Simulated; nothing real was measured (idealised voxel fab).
Title: Process Module voxel air gaps
It is cross-section cut that appears here, measuring 250 nm in width, its square cells being 5 nm in size.
Cross-section = grid of square cells, listed top down in bands; band = one or more rows. Look at the band entry: it leads with the top's height and the bottom's height in nm. Then it lists the materials left to right, with a width in nm for each. The word "full width" on a single material says that material fills the band edge to edge. The word "blank" is empty space. We count height from 0. Below that, the starting wafer is all one material. The lowest band never ends at the bottom but goes on down; see "top 0, no bottom" for how that is written. When a width is written as two numbers, as in "30->40", the first number is the width in the top row of cells of the band and the second is the width in its bottom row, and the width changes by the same amount from each row to the next. You'll sometimes find "no change occurred" written for a step, and that's the way of saying that nowhere in the cross-section did a cell change during that step. "Enclosed internal cavities" enumerates empty spaces isolated from the top, with no open way to it, that contain at least 8 cells, giving each as width x height at distance from the left edge, all three in nm. Note: text after step settings on the step line = simulator remark on that step. For masked steps, "overlay nm" on the step line gives how far right of plan the mask actually lay; a minus sign means it lay to the left.

So here's the lineup of process steps we planned
1. op RECEIVE | material Si
2. op CONFORMAL_DEP | material SiO2 | thk nm 15
3. op CONFORMAL_DEP | material SiN | thk nm 5
4. op DIRECTIONAL_DEP | material SiO2 | thk nm 40
5. op DIRECTIONAL_DEP | material aC | thk nm 15
6. op PATTERN | tone open | mask id LINES | material resist | width nm 15 | pitch nm 40 | thk nm 35 | overlay nm 0
7. op DIRECTIONAL_ETCH | etch materials aC | depth nm 15
8. op STRIP | etch materials resist
9. op DIRECTIONAL_ETCH | etch materials SiO2 | depth nm 40
10. op STRIP | etch materials aC
11. op CONFORMAL_DEP | material TiN | thk nm 5
12. op FILL_DEP | material Cu | thk nm 5
13. op CMP | height nm 60
14. op EPI | material Ru | thk nm 10
15. op SELECTIVE_ETCH | etch materials SiO2 | depth nm 50
16. op CONFORMAL_DEP | material SiCN | thk nm 5
Same starting wafers, different thk nm at step 11. Plan value belongs to the first wafer.

Cross-section of the first of several wafers as received (after step 1)
  top 0, no bottom | Si full width
  Enclosed internal cavities: none

Here is the cross-section of the first of several wafers at the end of the module, after its last step, step 16
  top 75, bottom 70 | 60 blank / 125 SiCN / 65 blank
  top 70, bottom 60 | 60 blank / 5 SiCN / 35 Ru / 5 SiCN / 35 Ru / 5 SiCN / 35 Ru / 5 SiCN / 65 blank
  top 60, bottom 55 | 60 blank / 15 SiCN / 5 TiN / 5 Cu / 5 TiN / 25 SiCN / 5 TiN / 5 Cu / 5 TiN / 25 SiCN / 5 TiN / 5 Cu / 5 TiN / 15 SiCN / 65 blank
  top 55, bottom 25 | 70 blank / 5 SiCN / 5 TiN / 5 Cu / 5 TiN / 5 SiCN / 15 blank / 5 SiCN / 5 TiN / 5 Cu / 5 TiN / 5 SiCN / 15 blank / 5 SiCN / 5 TiN / 5 Cu / 5 TiN / 5 SiCN / 75 blank
  top 25, bottom 20 | 75 SiCN / 15 TiN / 25 SiCN / 15 TiN / 25 SiCN / 15 TiN / 80 SiCN
  top 20, bottom 15 | SiN full width
  top 15, bottom 0 | SiO2 full width
  top 0, no bottom | Si full width
  Enclosed internal cavities: 15 x 30 at 95; 15 x 30 at 135

Cross-section at module completion, last wafer
  top 75, bottom 70 | 60 blank / 125 SiCN / 65 blank
  top 70, bottom 60 | 60 blank / 5 SiCN / 35 Ru / 5 SiCN / 35 Ru / 5 SiCN / 35 Ru / 5 SiCN / 65 blank
  top 60, bottom 55 | 60 blank / 15 SiCN / 15 TiN / 25 SiCN / 15 TiN / 25 SiCN / 15 TiN / 15 SiCN / 65 blank
  top 55, bottom 25 | 70 blank / 5 SiCN / 15 TiN / 5 SiCN / 15 blank / 5 SiCN / 15 TiN / 5 SiCN / 15 blank / 5 SiCN / 15 TiN / 5 SiCN / 75 blank
  top 25, bottom 20 | 75 SiCN / 15 TiN / 25 SiCN / 15 TiN / 25 SiCN / 15 TiN / 80 SiCN
  top 20, bottom 15 | SiN full width
  top 15, bottom 0 | SiO2 full width
  top 0, no bottom | Si full width
  Enclosed internal cavities: 15 x 30 at 95; 15 x 30 at 135

Below: a row per wafer. Contents at end of module: for every material, cells gained since receipt (+) or lost since receipt (-); then closed voids
thk nm 5 | +21 Cu | +42 Ru | +126 SiCN | +50 SiN | +150 SiO2 | +51 TiN | Enclosed internal cavities: 15 x 30 at 95; 15 x 30 at 135
thk nm 10 | +42 Ru | +126 SiCN | +50 SiN | +150 SiO2 | +72 TiN | Enclosed internal cavities: 15 x 30 at 95; 15 x 30 at 135
thk nm 15 | +42 Ru | +126 SiCN | +50 SiN | +150 SiO2 | +72 TiN | Enclosed internal cavities: 15 x 30 at 95; 15 x 30 at 135
thk nm 20 | +42 Ru | +126 SiCN | +50 SiN | +150 SiO2 | +72 TiN | Enclosed internal cavities: 15 x 30 at 95; 15 x 30 at 135
